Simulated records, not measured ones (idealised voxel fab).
Process module under the name voxel released beams
Cross-section cut: width 290 nm, square cells of 5 nm.
Throughout this document, each cross-section is represented as a grid of square cells and is presented as a sequence of bands enumerated from the top downward, where a band comprises one or more rows of cells.
Top height, bottom height, nm. Materials left to right, width each, nm. Single material + "throughout" = fills band edge to edge. "empty" = empty.
The reference from which all heights are counted is 0, the level beneath which the as-received wafer is entirely one material; the lowest band, having no lower bound, proceeds downward and is written after the example "0..down".
So if you see something like "30..40" for the width, read it as the top row of the band sitting at the first number and the bottom row at the second, with every row in between moving by the same amount as the last.
No cell of the cross-section changed in a step that is given as "same as before".
Look at "Internal closed voids" for the closed voids: empty spaces with no open path to the top, sized 8 cells or up. Each is width x height at distance, distance from the left edge, all nm.
Read whatever lies past the settings on a step's line as the simulator's own remark about the step.
What "overlay nm" on a step's line means: if the step has a mask, that mask lay this far to the right of its planned place, or, when the value is negative, to the left.
# So here's the lineup of process steps we planned
1. op RECEIVE | material Si
2. op CONFORMAL_DEP | material Al2O3 | thk nm 10
3. op DIRECTIONAL_DEP | material SiO2 | thk nm 10
4. op PATTERN | tone open | mask id ANCHOR | material resist | width nm 25 | thk nm 20 | overlay nm 0
5. op DIRECTIONAL_ETCH | etch materials SiO2 | depth nm 10
6. op STRIP | etch materials resist
7. op CONFORMAL_DEP | material SiN | thk nm 10
8. op MASKED_ETCH | tone cover | mask id BEAM | width nm 80 | etch materials SiN | depth nm 10 | overlay nm 0
9. op STRIP | etch materials SiO2
# Shown in cross-section is the wafer as received, that is, as it stands after step 1
    0..down | Si throughout
    Internal closed voids: none
# Starting wafer: above. Plan: above. Run: one mistake. Cross-section after the module: below
    30..20 | empty=100; SiN=40; empty=150
    20..10 | empty=95; SiN=10; SiO2=25; SiN=50; empty=110
    10..0 | Al2O3 throughout
    0..down | Si throughout
    Internal closed voids: none
What was done differently from what was planned? step 4 off recipe, ran as op PATTERN | tone cover | mask id ANCHOR | material resist | width nm 25 | thk nm 20 | overlay nm 0
